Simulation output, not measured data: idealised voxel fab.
Process module name: voxel capacitor over wiring
Cross-section cut spans 245 nm and uses square cells 5 nm in size.
In this document a cross-section is written as a grid of square cells. It is given as a series of bands, listed from the top down, and a band is one or more rows of cells. Band: top and bottom heights (nm) first, top before bottom; then materials from left to right, widths in nm. "all across" marks a sole material filling the band edge to edge. "air" denotes empty space. Convention: height 0 is the level below which the wafer, as received, is all one material. The lowest band does not terminate at the bottom but continues downward, represented as "z 0 and below". Think of "30 to 40" as a width that walks from the first number to the second as you go down the band, top row to bottom row, taking equal-sized steps from row to row. When a step is marked "no change", none of the cells in the cross-section changed during that step. You'll see "Closed void inventory" listing empty spaces that have no way open to the top, as long as they're 8 cells or more; the notation is width x height at distance, where the distance is from the left edge, and all of it is in nm. On each step's line, the part that comes after the settings is the simulator's own comment on the step. overlay nm: where the mask lay relative to plan, measured to the right, on steps with a mask; negatives go left. Note: before/after cross-section pairs follow, one process step per pair, after-side truncated at the lowest changed band, step and settings given beneath. Different runs of this module on the same starting wafer may supply the pairs; a pair continues the one above only where the "Pre-process" entry says so.

Pre-process
- z 0 and below  Si all across
- Closed void inventory: none

Resulting Structure
- z 15 to 0  SiO2 all across
- below 0: unchanged
- Closed void inventory: none
The cross-sections above show the structure before and after this step: CONFORMAL_DEP,material SiO2,thk nm 15

Pre-process: starting point is the after cross-section of the pair just above.

Resulting Structure
- z 20 to 15  TiN all across
- below 15: unchanged
- Closed void inventory: none
The cross-sections above show the structure before and after this step: DIRECTIONAL_DEP,material TiN,thk nm 5

Pre-process: starting point is the after cross-section of the pair just above.

Resulting Structure
- z 45 to 20  W all across
- below 20: unchanged
- Closed void inventory: none
The cross-sections above show the structure before and after this step: DIRECTIONAL_DEP,material W,thk nm 25

Pre-process: starting point is the after cross-section of the pair just above.

Resulting Structure
- z 55 to 45  aC all across
- below 45: unchanged
- Closed void inventory: none
The cross-sections above show the structure before and after this step: DIRECTIONAL_DEP,material aC,thk nm 10

Pre-process: starting point is the after cross-section of the pair just above.

Resulting Structure
- z 85 to 55  air=70; resist=25; air=55; resist=25; air=70
- below 55: unchanged
- Closed void inventory: none
The cross-sections above show the structure before and after this step: PATTERN,tone cover,mask id METAL_1,material resist,width nm 25,pitch nm 80,thk nm 30,overlay nm 0

Pre-process: starting point is the after cross-section of the pair just above.

Resulting Structure
- z 75 to 55  air=70; resist=25; air=55; resist=25; air=70
- z 55 to 45  air=70; aC=25; air=55; aC=25; air=70
- below 45: unchanged
- Closed void inventory: none
The cross-sections above show the structure before and after this step: DIRECTIONAL_ETCH,etch materials aC,depth nm 10

Pre-process: starting point is the after cross-section of the pair just above.

Resulting Structure
- z 55 to 45  air=70; aC=25; air=55; aC=25; air=70
- below 45: unchanged
- Closed void inventory: none
The cross-sections above show the structure before and after this step: STRIP,etch materials resist

Pre-process: starting point is the after cross-section of the pair just above.

Resulting Structure
- z 55 to 45  air=70; aC=25; air=55; aC=25; air=70
- z 45 to 20  air=70; W=25; air=55; W=25; air=70
- below 20: unchanged
- Closed void inventory: none
The cross-sections above show the structure before and after this step: DIRECTIONAL_ETCH,etch materials W,depth nm 25

Pre-process: starting point is the after cross-section of the pair just above.

Resulting Structure
- z 55 to 45  air=70; aC=25; air=55; aC=25; air=70
- z 45 to 20  air=70; W=25; air=55; W=25; air=70
- z 20 to 15  air=70; TiN=25; air=55; TiN=25; air=70
- below 15: unchanged
- Closed void inventory: none
The cross-sections above show the structure before and after this step: DIRECTIONAL_ETCH,etch materials TiN,depth nm 5

Pre-process: starting point is the after cross-section of the pair just above.

Resulting Structure
- z 45 to 20  air=70; W=25; air=55; W=25; air=70
- below 20: unchanged
- Closed void inventory: none
The cross-sections above show the structure before and after this step: STRIP,etch materials aC

Pre-process: starting point is the after cross-section of the pair just above.

Resulting Structure
- z 50 to 45  air=65; SiCN=35; air=45; SiCN=35; air=65
- z 45 to 20  air=65; SiCN=5; W=25; SiCN=5; air=45; SiCN=5; W=25; SiCN=5; air=65
- z 20 to 15  SiCN=70; TiN=25; SiCN=55; TiN=25; SiCN=70
- below 15: unchanged
- Closed void inventory: none
The cross-sections above show the structure before and after this step: CONFORMAL_DEP,material SiCN,thk nm 5

Pre-process: starting point is the after cross-section of the pair just above.

Resulting Structure
- z 60 to 50  lowk all across
- z 50 to 45  lowk=65; SiCN=35; lowk=45; SiCN=35; lowk=65
- z 45 to 20  lowk=65; SiCN=5; W=25; SiCN=5; lowk=45; SiCN=5; W=25; SiCN=5; lowk=65
- below 20: unchanged
- Closed void inventory: none
The cross-sections above show the structure before and after this step: FILL_DEP,material lowk,thk nm 10

Pre-process: starting point is the after cross-section of the pair just above.

Resulting Structure
- z 45 to 20  lowk=65; SiCN=5; W=25; SiCN=5; lowk=45; SiCN=5; W=25; SiCN=5; lowk=65
- below 20: unchanged
- Closed void inventory: none
The cross-sections above show the structure before and after this step: CMP,height nm 45

Pre-process: starting point is the after cross-section of the pair just above.

Resulting Structure
- z 50 to 45  SiCN all across
- below 45: unchanged
- Closed void inventory: none
The cross-sections above show the structure before and after this step: CONFORMAL_DEP,material SiCN,thk nm 5

Pre-process: starting point is the after cross-section of the pair just above.

Resulting Structure
- z 60 to 50  lowk all across
- below 50: unchanged
- Closed void inventory: none
The cross-sections above show the structure before and after this step: DIRECTIONAL_DEP,material lowk,thk nm 10

Pre-process: starting point is the after cross-section of the pair just above.

Resulting Structure
- z 70 to 60  aC all across
- below 60: unchanged
- Closed void inventory: none
The cross-sections above show the structure before and after this step: DIRECTIONAL_DEP,material aC,thk nm 10

Pre-process: starting point is the after cross-section of the pair just above.

Resulting Structure
- z 100 to 70  resist=80; air=15; resist=150
- below 70: unchanged
- Closed void inventory: none
The cross-sections above show the structure before and after this step: PATTERN,tone open,mask id PLUG_1,material resist,width nm 15,thk nm 30,overlay nm 0

Pre-process: starting point is the after cross-section of the pair just above.

Resulting Structure
- z 90 to 70  resist=80; air=15; resist=150
- z 70 to 60  aC=80; air=15; aC=150
- below 60: unchanged
- Closed void inventory: none
The cross-sections above show the structure before and after this step: DIRECTIONAL_ETCH,etch materials aC,depth nm 10

Pre-process: starting point is the after cross-section of the pair just above.

Resulting Structure
- z 70 to 60  aC=80; air=15; aC=150
- below 60: unchanged
- Closed void inventory: none
The cross-sections above show the structure before and after this step: STRIP,etch materials resist

Pre-process: starting point is the after cross-section of the pair just above.

Resulting Structure
- z 70 to 60  aC=80; air=15; aC=150
- z 60 to 50  lowk=80; air=15; lowk=150
- below 50: unchanged
- Closed void inventory: none
The cross-sections above show the structure before and after this step: DIRECTIONAL_ETCH,etch materials lowk,depth nm 10

Pre-process: starting point is the after cross-section of the pair just above.

Resulting Structure
- z 70 to 60  aC=80; air=15; aC=150
- z 60 to 50  lowk=80; air=15; lowk=150
- z 50 to 45  SiCN=80; air=15; SiCN=150
- below 45: unchanged
- Closed void inventory: none
The cross-sections above show the structure before and after this step: DIRECTIONAL_ETCH,etch materials SiCN,depth nm 5

Pre-process: starting point is the after cross-section of the pair just above.

Resulting Structure
- z 60 to 50  lowk=80; air=15; lowk=150
- below 50: unchanged
- Closed void inventory: none
The cross-sections above show the structure before and after this step: STRIP,etch materials aC

Pre-process: starting point is the after cross-section of the pair just above.

Resulting Structure
- z 65 to 60  TiN=85; air=5; TiN=155
- z 60 to 50  lowk=80; TiN=5; air=5; TiN=5; lowk=150
- z 50 to 45  SiCN=80; TiN=15; SiCN=150
- below 45: unchanged
- Closed void inventory: none
The cross-sections above show the structure before and after this step: CONFORMAL_DEP,material TiN,thk nm 5

Pre-process: starting point is the after cross-section of the pair just above.

Resulting Structure
- z 70 to 65  Cu all across
- z 65 to 60  TiN=85; Cu=5; TiN=155
- z 60 to 50  lowk=80; TiN=5; Cu=5; TiN=5; lowk=150
- below 50: unchanged
- Closed void inventory: none
The cross-sections above show the structure before and after this step: FILL_DEP,material Cu,thk nm 5

Pre-process: starting point is the after cross-section of the pair just above.

Resulting Structure
- z 60 to 50  lowk=80; TiN=5; Cu=5; TiN=5; lowk=150
- below 50: unchanged
- Closed void inventory: none
The cross-sections above show the structure before and after this step: CMP,height nm 60

Pre-process: starting point is the after cross-section of the pair just above.

Resulting Structure
- z 65 to 60  TiN all across
- below 60: unchanged
- Closed void inventory: none
The cross-sections above show the structure before and after this step: DIRECTIONAL_DEP,material TiN,thk nm 5

Pre-process: starting point is the after cross-section of the pair just above.

Resulting Structure
- z 70 to 65  SiN all across
- below 65: unchanged
- Closed void inventory: none
The cross-sections above show the structure before and after this step: DIRECTIONAL_DEP,material SiN,thk nm 5

Pre-process: starting point is the after cross-section of the pair just above.

Resulting Structure
- z 75 to 70  TiN all across
- below 70: unchanged
- Closed void inventory: none
The cross-sections above show the structure before and after this step: DIRECTIONAL_DEP,material TiN,thk nm 5

Pre-process: starting point is the after cross-section of the pair just above.

Resulting Structure
- z 85 to 75  aC all across
- below 75: unchanged
- Closed void inventory: none
The cross-sections above show the structure before and after this step: DIRECTIONAL_DEP,material aC,thk nm 10

Pre-process: starting point is the after cross-section of the pair just above.

Resulting Structure
- z 115 to 85  air=80; resist=60; air=105
- below 85: unchanged
- Closed void inventory: none
The cross-sections above show the structure before and after this step: PATTERN,tone cover,mask id UPPER_PLATE,material resist,width nm 60,thk nm 30,overlay nm 0

Pre-process: starting point is the after cross-section of the pair just above.

Resulting Structure
- z 105 to 85  air=80; resist=60; air=105
- z 85 to 75  air=80; aC=60; air=105
- below 75: unchanged
- Closed void inventory: none
The cross-sections above show the structure before and after this step: DIRECTIONAL_ETCH,etch materials aC,depth nm 10

Pre-process: starting point is the after cross-section of the pair just above.

Resulting Structure
- z 85 to 75  air=80; aC=60; air=105
- below 75: unchanged
- Closed void inventory: none
The cross-sections above show the structure before and after this step: STRIP,etch materials resist

Pre-process: starting point is the after cross-section of the pair just above.

Resulting Structure
- z 85 to 75  air=80; aC=60; air=105
- z 75 to 70  air=80; TiN=60; air=105
- below 70: unchanged
- Closed void inventory: none
The cross-sections above show the structure before and after this step: DIRECTIONAL_ETCH,etch materials TiN,depth nm 5

Pre-process: starting point is the after cross-section of the pair just above.

Resulting Structure
- z 85 to 75  air=80; aC=60; air=105
- z 75 to 70  air=80; TiN=60; air=105
- z 70 to 65  air=80; SiN=60; air=105
- below 65: unchanged
- Closed void inventory: none
The cross-sections above show the structure before and after this step: DIRECTIONAL_ETCH,etch materials SiN,depth nm 5

Pre-process: starting point is the after cross-section of the pair just above.

Resulting Structure
- z 75 to 70  air=80; TiN=60; air=105
- below 70: unchanged
- Closed void inventory: none
The cross-sections above show the structure before and after this step: STRIP,etch materials aC

Pre-process: starting point is the after cross-section of the pair just above.

Resulting Structure
- z 95 to 75  air=75; resist=70; air=100
- z 75 to 70  air=75; resist=5; TiN=60; resist=5; air=100
- z 70 to 65  air=75; resist=5; SiN=60; resist=5; air=100
- below 65: unchanged
- Closed void inventory: none
The cross-sections above show the structure before and after this step: PATTERN,tone cover,mask id LOWER_PLATE,material resist,width nm 70,thk nm 20,overlay nm 0

Pre-process: starting point is the after cross-section of the pair just above.

Resulting Structure
- z 95 to 75  air=75; resist=70; air=100
- z 75 to 70  air=75; resist=5; TiN=60; resist=5; air=100
- z 70 to 65  air=75; resist=5; SiN=60; resist=5; air=100
- z 65 to 60  air=75; TiN=70; air=100
- below 60: unchanged
- Closed void inventory: none
The cross-sections above show the structure before and after this step: DIRECTIONAL_ETCH,etch materials TiN,depth nm 5

Pre-process: starting point is the after cross-section of the pair just above.

Resulting Structure
- z 75 to 70  air=80; TiN=60; air=105
- z 70 to 65  air=80; SiN=60; air=105
- below 65: unchanged
- Closed void inventory: none
The cross-sections above show the structure before and after this step: STRIP,etch materials resist

Pre-process: starting point is the after cross-section of the pair just above.

Resulting Structure
- z 95 to 75  SiO2 all across
- z 75 to 70  SiO2=80; TiN=60; SiO2=105
- z 70 to 65  SiO2=80; SiN=60; SiO2=105
- z 65 to 60  SiO2=75; TiN=70; SiO2=100
- below 60: unchanged
- Closed void inventory: none
The cross-sections above show the structure before and after this step: FILL_DEP,material SiO2,thk nm 20

Pre-process: starting point is the after cross-section of the pair just above.

Resulting Structure
- z 90 to 75  SiO2 all across
- below 75: unchanged
- Closed void inventory: none
The cross-sections above show the structure before and after this step: CMP,height nm 90

Pre-process: starting point is the after cross-section of the pair just above.

Resulting Structure
- z 90 to 75  SiO2=90; air=15; SiO2=140
- below 75: unchanged
- Closed void inventory: none
The cross-sections above show the structure before and after this step: MASKED_ETCH,tone open,mask id PLUG_2,width nm 15,etch materials SiO2,depth nm 15,overlay nm 0

Pre-process: starting point is the after cross-section of the pair just above.

Resulting Structure
- z 95 to 90  TiN=95; air=5; TiN=145
- z 90 to 80  SiO2=90; TiN=5; air=5; TiN=5; SiO2=140
- z 80 to 70  SiO2=90 to 80; TiN=15 to 60; SiO2=140 to 105
- below 70: unchanged
- Closed void inventory: none
The cross-sections above show the structure before and after this step: CONFORMAL_DEP,material TiN,thk nm 5

Pre-process: starting point is the after cross-section of the pair just above.

Resulting Structure
- z 105 to 95  Cu all across
- z 95 to 90  TiN=95; Cu=5; TiN=145
- z 90 to 80  SiO2=90; TiN=5; Cu=5; TiN=5; SiO2=140
- below 80: unchanged
- Closed void inventory: none
The cross-sections above show the structure before and after this step: FILL_DEP,material Cu,thk nm 10

Pre-process: starting point is the after cross-section of the pair just above.

Resulting Structure
- z 90 to 80  SiO2=90; TiN=5; Cu=5; TiN=5; SiO2=140
- below 80: unchanged
- Closed void inventory: none
The cross-sections above show the structure before and after this step: CMP,height nm 90

Pre-process: starting point is the after cross-section of the pair just above.

Resulting Structure
- z 95 to 90  SiN all across
- below 90: unchanged
- Closed void inventory: none
The cross-sections above show the structure before and after this step: CONFORMAL_DEP,material SiN,thk nm 5

Pre-process
- z 105 to 95  Cu all across
- z 95 to 90  TiN=95; Cu=5; TiN=145
- z 90 to 80  SiO2=90; TiN=5; Cu=5; TiN=5; SiO2=140
- z 80 to 70  SiO2=90 to 80; TiN=15 to 60; SiO2=140 to 105
- z 70 to 65  SiO2=80; SiN=60; SiO2=105
- z 65 to 60  SiO2=75; TiN=70; SiO2=100
- z 60 to 50  lowk=80; TiN=5; Cu=5; TiN=5; lowk=150
- z 50 to 45  SiCN=80; TiN=15; SiCN=150
- z 45 to 20  lowk=65; SiCN=5; W=25; SiCN=5; lowk=45; SiCN=5; W=25; SiCN=5; lowk=65
- z 20 to 15  SiCN=70; TiN=25; SiCN=55; TiN=25; SiCN=70
- z 15 to 0  SiO2 all across
- z 0 and below  Si all across
- Closed void inventory: none

Resulting Structure
- z 110 to 105  SiN all across
- below 105: unchanged
- Closed void inventory: none
The cross-sections above show the structure before and after this step: CONFORMAL_DEP,material SiN,thk nm 5

Pre-process
- z 15 to 0  SiO2 all across
- z 0 and below  Si all across
- Closed void inventory: none

Resulting Structure
- z 30 to 0  SiO2 all across
- below 0: unchanged
- Closed void inventory: none
The cross-sections above show the structure before and after this step: CONFORMAL_DEP,material SiO2,thk nm 15

Pre-process: starting point is the after cross-section of the pair just above.

Resulting Structure
- z 35 to 30  TiN all across
- below 30: unchanged
- Closed void inventory: none
The cross-sections above show the structure before and after this step: DIRECTIONAL_DEP,material TiN,thk nm 5

Pre-process: starting point is the after cross-section of the pair just above.

Resulting Structure
- z 60 to 35  W all across
- below 35: unchanged
- Closed void inventory: none
The cross-sections above show the structure before and after this step: DIRECTIONAL_DEP,material W,thk nm 25

Pre-process: starting point is the after cross-section of the pair just above.

Resulting Structure
- z 70 to 60  aC all across
- below 60: unchanged
- Closed void inventory: none
The cross-sections above show the structure before and after this step: DIRECTIONAL_DEP,material aC,thk nm 10

Pre-process: starting point is the after cross-section of the pair just above.

Resulting Structure
- z 100 to 70  air=70; resist=25; air=55; resist=25; air=70
- below 70: unchanged
- Closed void inventory: none
The cross-sections above show the structure before and after this step: PATTERN,tone cover,mask id METAL_1,material resist,width nm 25,pitch nm 80,thk nm 30,overlay nm 0

Pre-process: starting point is the after cross-section of the pair just above.

Resulting Structure
- z 90 to 70  air=70; resist=25; air=55; resist=25; air=70
- z 70 to 60  air=70; aC=25; air=55; aC=25; air=70
- below 60: unchanged
- Closed void inventory: none
The cross-sections above show the structure before and after this step: DIRECTIONAL_ETCH,etch materials aC,depth nm 10

Pre-process: starting point is the after cross-section of the pair just above.

Resulting Structure
- z 70 to 60  air=70; aC=25; air=55; aC=25; air=70
- below 60: unchanged
- Closed void inventory: none
The cross-sections above show the structure before and after this step: STRIP,etch materials resist

Pre-process: starting point is the after cross-section of the pair just above.

Resulting Structure
- z 70 to 60  air=70; aC=25; air=55; aC=25; air=70
- z 60 to 35  air=70; W=25; air=55; W=25; air=70
- below 35: unchanged
- Closed void inventory: none
The cross-sections above show the structure before and after this step: DIRECTIONAL_ETCH,etch materials W,depth nm 25

Pre-process: starting point is the after cross-section of the pair just above.

Resulting Structure
- z 70 to 60  air=70; aC=25; air=55; aC=25; air=70
- z 60 to 35  air=70; W=25; air=55; W=25; air=70
- z 35 to 30  air=70; TiN=25; air=55; TiN=25; air=70
- below 30: unchanged
- Closed void inventory: none
The cross-sections above show the structure before and after this step: DIRECTIONAL_ETCH,etch materials TiN,depth nm 5

Pre-process: starting point is the after cross-section of the pair just above.

Resulting Structure
- z 60 to 35  air=70; W=25; air=55; W=25; air=70
- below 35: unchanged
- Closed void inventory: none
The cross-sections above show the structure before and after this step: STRIP,etch materials aC

Pre-process: starting point is the after cross-section of the pair just above.

Resulting Structure
- z 65 to 60  air=65; SiCN=35; air=45; SiCN=35; air=65
- z 60 to 35  air=65; SiCN=5; W=25; SiCN=5; air=45; SiCN=5; W=25; SiCN=5; air=65
- z 35 to 30  SiCN=70; TiN=25; SiCN=55; TiN=25; SiCN=70
- below 30: unchanged
- Closed void inventory: none
The cross-sections above show the structure before and after this step: CONFORMAL_DEP,material SiCN,thk nm 5

Pre-process: starting point is the after cross-section of the pair just above.

Resulting Structure
- z 75 to 65  lowk all across
- z 65 to 60  lowk=65; SiCN=35; lowk=45; SiCN=35; lowk=65
- z 60 to 35  lowk=65; SiCN=5; W=25; SiCN=5; lowk=45; SiCN=5; W=25; SiCN=5; lowk=65
- below 35: unchanged
- Closed void inventory: none
The cross-sections above show the structure before and after this step: FILL_DEP,material lowk,thk nm 10

Pre-process: starting point is the after cross-section of the pair just above.

Resulting Structure
- z 45 to 35  lowk=65; SiCN=5; W=25; SiCN=5; lowk=45; SiCN=5; W=25; SiCN=5; lowk=65
- below 35: unchanged
- Closed void inventory: none
The cross-sections above show the structure before and after this step: CMP,height nm 45

Pre-process: starting point is the after cross-section of the pair just above.

Resulting Structure
- z 50 to 45  SiCN all across
- below 45: unchanged
- Closed void inventory: none
The cross-sections above show the structure before and after this step: CONFORMAL_DEP,material SiCN,thk nm 5

Pre-process: starting point is the after cross-section of the pair just above.

Resulting Structure
- z 60 to 50  lowk all across
- below 50: unchanged
- Closed void inventory: none
The cross-sections above show the structure before and after this step: DIRECTIONAL_DEP,material lowk,thk nm 10

Pre-process: starting point is the after cross-section of the pair just above.

Resulting Structure
- z 70 to 60  aC all across
- below 60: unchanged
- Closed void inventory: none
The cross-sections above show the structure before and after this step: DIRECTIONAL_DEP,material aC,thk nm 10

Pre-process: starting point is the after cross-section of the pair just above.

Resulting Structure
- z 100 to 70  resist=80; air=15; resist=150
- below 70: unchanged
- Closed void inventory: none
The cross-sections above show the structure before and after this step: PATTERN,tone open,mask id PLUG_1,material resist,width nm 15,thk nm 30,overlay nm 0

Pre-process: starting point is the after cross-section of the pair just above.

Resulting Structure
- z 90 to 70  resist=80; air=15; resist=150
- z 70 to 60  aC=80; air=15; aC=150
- below 60: unchanged
- Closed void inventory: none
The cross-sections above show the structure before and after this step: DIRECTIONAL_ETCH,etch materials aC,depth nm 10

Pre-process: starting point is the after cross-section of the pair just above.

Resulting Structure
- z 70 to 60  aC=80; air=15; aC=150
- below 60: unchanged
- Closed void inventory: none
The cross-sections above show the structure before and after this step: STRIP,etch materials resist

Pre-process: starting point is the after cross-section of the pair just above.

Resulting Structure
- z 70 to 60  aC=80; air=15; aC=150
- z 60 to 50  lowk=80; air=15; lowk=150
- below 50: unchanged
- Closed void inventory: none
The cross-sections above show the structure before and after this step: DIRECTIONAL_ETCH,etch materials lowk,depth nm 10

Pre-process: starting point is the after cross-section of the pair just above.

Resulting Structure
- z 70 to 60  aC=80; air=15; aC=150
- z 60 to 50  lowk=80; air=15; lowk=150
- z 50 to 45  SiCN=80; air=15; SiCN=150
- below 45: unchanged
- Closed void inventory: none
The cross-sections above show the structure before and after this step: DIRECTIONAL_ETCH,etch materials SiCN,depth nm 5

Pre-process: starting point is the after cross-section of the pair just above.

Resulting Structure
- z 60 to 50  lowk=80; air=15; lowk=150
- below 50: unchanged
- Closed void inventory: none
The cross-sections above show the structure before and after this step: STRIP,etch materials aC

Pre-process: starting point is the after cross-section of the pair just above.

Resulting Structure
- z 65 to 60  TiN=85; air=5; TiN=155
- z 60 to 50  lowk=80; TiN=5; air=5; TiN=5; lowk=150
- z 50 to 45  SiCN=80; TiN=15; SiCN=150
- below 45: unchanged
- Closed void inventory: none
The cross-sections above show the structure before and after this step: CONFORMAL_DEP,material TiN,thk nm 5

Pre-process: starting point is the after cross-section of the pair just above.

Resulting Structure
- z 70 to 65  Cu all across
- z 65 to 60  TiN=85; Cu=5; TiN=155
- z 60 to 50  lowk=80; TiN=5; Cu=5; TiN=5; lowk=150
- below 50: unchanged
- Closed void inventory: none
The cross-sections above show the structure before and after this step: FILL_DEP,material Cu,thk nm 5

Pre-process: starting point is the after cross-section of the pair just above.

Resulting Structure
- z 60 to 50  lowk=80; TiN=5; Cu=5; TiN=5; lowk=150
- below 50: unchanged
- Closed void inventory: none
The cross-sections above show the structure before and after this step: CMP,height nm 60

Pre-process: starting point is the after cross-section of the pair just above.

Resulting Structure
- z 65 to 60  TiN all across
- below 60: unchanged
- Closed void inventory: none
The cross-sections above show the structure before and after this step: DIRECTIONAL_DEP,material TiN,thk nm 5

Pre-process: starting point is the after cross-section of the pair just above.

Resulting Structure
- z 70 to 65  SiN all across
- below 65: unchanged
- Closed void inventory: none
The cross-sections above show the structure before and after this step: DIRECTIONAL_DEP,material SiN,thk nm 5

Pre-process: starting point is the after cross-section of the pair just above.

Resulting Structure
- z 75 to 70  TiN all across
- below 70: unchanged
- Closed void inventory: none
The cross-sections above show the structure before and after this step: DIRECTIONAL_DEP,material TiN,thk nm 5

Pre-process: starting point is the after cross-section of the pair just above.

Resulting Structure
- z 85 to 75  aC all across
- below 75: unchanged
- Closed void inventory: none
The cross-sections above show the structure before and after this step: DIRECTIONAL_DEP,material aC,thk nm 10

Pre-process: starting point is the after cross-section of the pair just above.

Resulting Structure
- z 115 to 85  air=80; resist=60; air=105
- below 85: unchanged
- Closed void inventory: none
The cross-sections above show the structure before and after this step: PATTERN,tone cover,mask id UPPER_PLATE,material resist,width nm 60,thk nm 30,overlay nm 0

Pre-process: starting point is the after cross-section of the pair just above.

Resulting Structure
- z 105 to 85  air=80; resist=60; air=105
- z 85 to 75  air=80; aC=60; air=105
- below 75: unchanged
- Closed void inventory: none
The cross-sections above show the structure before and after this step: DIRECTIONAL_ETCH,etch materials aC,depth nm 10

Pre-process: starting point is the after cross-section of the pair just above.

Resulting Structure
- z 85 to 75  air=80; aC=60; air=105
- below 75: unchanged
- Closed void inventory: none
The cross-sections above show the structure before and after this step: STRIP,etch materials resist

Pre-process: starting point is the after cross-section of the pair just above.

Resulting Structure
- z 85 to 75  air=80; aC=60; air=105
- z 75 to 70  air=80; TiN=60; air=105
- below 70: unchanged
- Closed void inventory: none
The cross-sections above show the structure before and after this step: DIRECTIONAL_ETCH,etch materials TiN,depth nm 5

Pre-process: starting point is the after cross-section of the pair just above.

Resulting Structure
- z 85 to 75  air=80; aC=60; air=105
- z 75 to 70  air=80; TiN=60; air=105
- z 70 to 65  air=80; SiN=60; air=105
- below 65: unchanged
- Closed void inventory: none
The cross-sections above show the structure before and after this step: DIRECTIONAL_ETCH,etch materials SiN,depth nm 5

Pre-process: starting point is the after cross-section of the pair just above.

Resulting Structure
- z 75 to 70  air=80; TiN=60; air=105
- below 70: unchanged
- Closed void inventory: none
The cross-sections above show the structure before and after this step: STRIP,etch materials aC

Pre-process: starting point is the after cross-section of the pair just above.

Resulting Structure
- z 95 to 75  air=75; resist=70; air=100
- z 75 to 70  air=75; resist=5; TiN=60; resist=5; air=100
- z 70 to 65  air=75; resist=5; SiN=60; resist=5; air=100
- below 65: unchanged
- Closed void inventory: none
The cross-sections above show the structure before and after this step: PATTERN,tone cover,mask id LOWER_PLATE,material resist,width nm 70,thk nm 20,overlay nm 0

Pre-process: starting point is the after cross-section of the pair just above.

Resulting Structure
- z 95 to 75  air=75; resist=70; air=100
- z 75 to 70  air=75; resist=5; TiN=60; resist=5; air=100
- z 70 to 65  air=75; resist=5; SiN=60; resist=5; air=100
- z 65 to 60  air=75; TiN=70; air=100
- below 60: unchanged
- Closed void inventory: none
The cross-sections above show the structure before and after this step: DIRECTIONAL_ETCH,etch materials TiN,depth nm 5

Pre-process: starting point is the after cross-section of the pair just above.

Resulting Structure
- z 75 to 70  air=80; TiN=60; air=105
- z 70 to 65  air=80; SiN=60; air=105
- below 65: unchanged
- Closed void inventory: none
The cross-sections above show the structure before and after this step: STRIP,etch materials resist

Pre-process: starting point is the after cross-section of the pair just above.

Resulting Structure
- z 95 to 75  SiO2 all across
- z 75 to 70  SiO2=80; TiN=60; SiO2=105
- z 70 to 65  SiO2=80; SiN=60; SiO2=105
- z 65 to 60  SiO2=75; TiN=70; SiO2=100
- below 60: unchanged
- Closed void inventory: none
The cross-sections above show the structure before and after this step: FILL_DEP,material SiO2,thk nm 20

Pre-process: starting point is the after cross-section of the pair just above.

Resulting Structure
- z 90 to 75  SiO2 all across
- below 75: unchanged
- Closed void inventory: none
The cross-sections above show the structure before and after this step: CMP,height nm 90

Pre-process: starting point is the after cross-section of the pair just above.

Resulting Structure
- z 90 to 75  SiO2=90; air=15; SiO2=140
- below 75: unchanged
- Closed void inventory: none
The cross-sections above show the structure before and after this step: MASKED_ETCH,tone open,mask id PLUG_2,width nm 15,etch materials SiO2,depth nm 15,overlay nm 0

Pre-process: starting point is the after cross-section of the pair just above.

Resulting Structure
- z 95 to 90  TiN=95; air=5; TiN=145
- z 90 to 80  SiO2=90; TiN=5; air=5; TiN=5; SiO2=140
- z 80 to 70  SiO2=90 to 80; TiN=15 to 60; SiO2=140 to 105
- below 70: unchanged
- Closed void inventory: none
The cross-sections above show the structure before and after this step: CONFORMAL_DEP,material TiN,thk nm 5

Pre-process: starting point is the after cross-section of the pair just above.

Resulting Structure
- z 105 to 95  Cu all across
- z 95 to 90  TiN=95; Cu=5; TiN=145
- z 90 to 80  SiO2=90; TiN=5; Cu=5; TiN=5; SiO2=140
- below 80: unchanged
- Closed void inventory: none
The cross-sections above show the structure before and after this step: FILL_DEP,material Cu,thk nm 10

Pre-process: starting point is the after cross-section of the pair just above.

Resulting Structure
- z 90 to 80  SiO2=90; TiN=5; Cu=5; TiN=5; SiO2=140
- below 80: unchanged
- Closed void inventory: none
The cross-sections above show the structure before and after this step: CMP,height nm 90

Pre-process: starting point is the after cross-section of the pair just above.

Resulting Structure
- z 95 to 90  SiN all across
- below 90: unchanged
- Closed void inventory: none
The cross-sections above show the structure before and after this step: CONFORMAL_DEP,material SiN,thk nm 5

Pre-process
- z 45 to 20  lowk=65; SiCN=5; W=25; SiCN=5; lowk=45; SiCN=5; W=25; SiCN=5; lowk=65
- z 20 to 15  SiCN=70; TiN=25; SiCN=55; TiN=25; SiCN=70
- z 15 to 0  SiO2 all across
- z 0 and below  Si all across
- Closed void inventory: none

Resulting Structure
- z 55 to 45  lowk all across
- below 45: unchanged
- Closed void inventory: none
The cross-sections above show the structure before and after this step: DIRECTIONAL_DEP,material lowk,thk nm 10

Pre-process: starting point is the after cross-section of the pair just above.

Resulting Structure
- z 60 to 55  SiCN all across
- below 55: unchanged
- Closed void inventory: none
The cross-sections above show the structure before and after this step: CONFORMAL_DEP,material SiCN,thk nm 5

Pre-process: starting point is the after cross-section of the pair just above.

Resulting Structure
- z 70 to 60  aC all across
- below 60: unchanged
- Closed void inventory: none
The cross-sections above show the structure before and after this step: DIRECTIONAL_DEP,material aC,thk nm 10

Pre-process: starting point is the after cross-section of the pair just above.

Resulting Structure
- z 100 to 70  resist=80; air=15; resist=150
- below 70: unchanged
- Closed void inventory: none
The cross-sections above show the structure before and after this step: PATTERN,tone open,mask id PLUG_1,material resist,width nm 15,thk nm 30,overlay nm 0

Pre-process: starting point is the after cross-section of the pair just above.

Resulting Structure
- z 90 to 70  resist=80; air=15; resist=150
- z 70 to 60  aC=80; air=15; aC=150
- below 60: unchanged
- Closed void inventory: none
The cross-sections above show the structure before and after this step: DIRECTIONAL_ETCH,etch materials aC,depth nm 10

Pre-process: starting point is the after cross-section of the pair just above.

Resulting Structure
- z 70 to 60  aC=80; air=15; aC=150
- below 60: unchanged
- Closed void inventory: none
The cross-sections above show the structure before and after this step: STRIP,etch materials resist

Pre-process: starting point is the after cross-section of the pair just above.

Resulting Structure
- z 70 to 60  aC=80; air=15; aC=150
- z 60 to 55  SiCN=80; air=15; SiCN=150
- below 55: unchanged
- Closed void inventory: none
The cross-sections above show the structure before and after this step: DIRECTIONAL_ETCH,etch materials SiCN,depth nm 5

Pre-process: starting point is the after cross-section of the pair just above.

Resulting Structure
- z 60 to 55  SiCN=80; air=15; SiCN=150
- below 55: unchanged
- Closed void inventory: none
The cross-sections above show the structure before and after this step: STRIP,etch materials aC

Pre-process: starting point is the after cross-section of the pair just above.

Resulting Structure
- z 65 to 60  TiN=85; air=5; TiN=155
- z 60 to 55  SiCN=80; TiN=15; SiCN=150
- below 55: unchanged
- Closed void inventory: none
The cross-sections above show the structure before and after this step: CONFORMAL_DEP,material TiN,thk nm 5

Pre-process: starting point is the after cross-section of the pair just above.

Resulting Structure
- z 70 to 65  Cu all across
- z 65 to 60  TiN=85; Cu=5; TiN=155
- below 60: unchanged
- Closed void inventory: none
The cross-sections above show the structure before and after this step: FILL_DEP,material Cu,thk nm 5
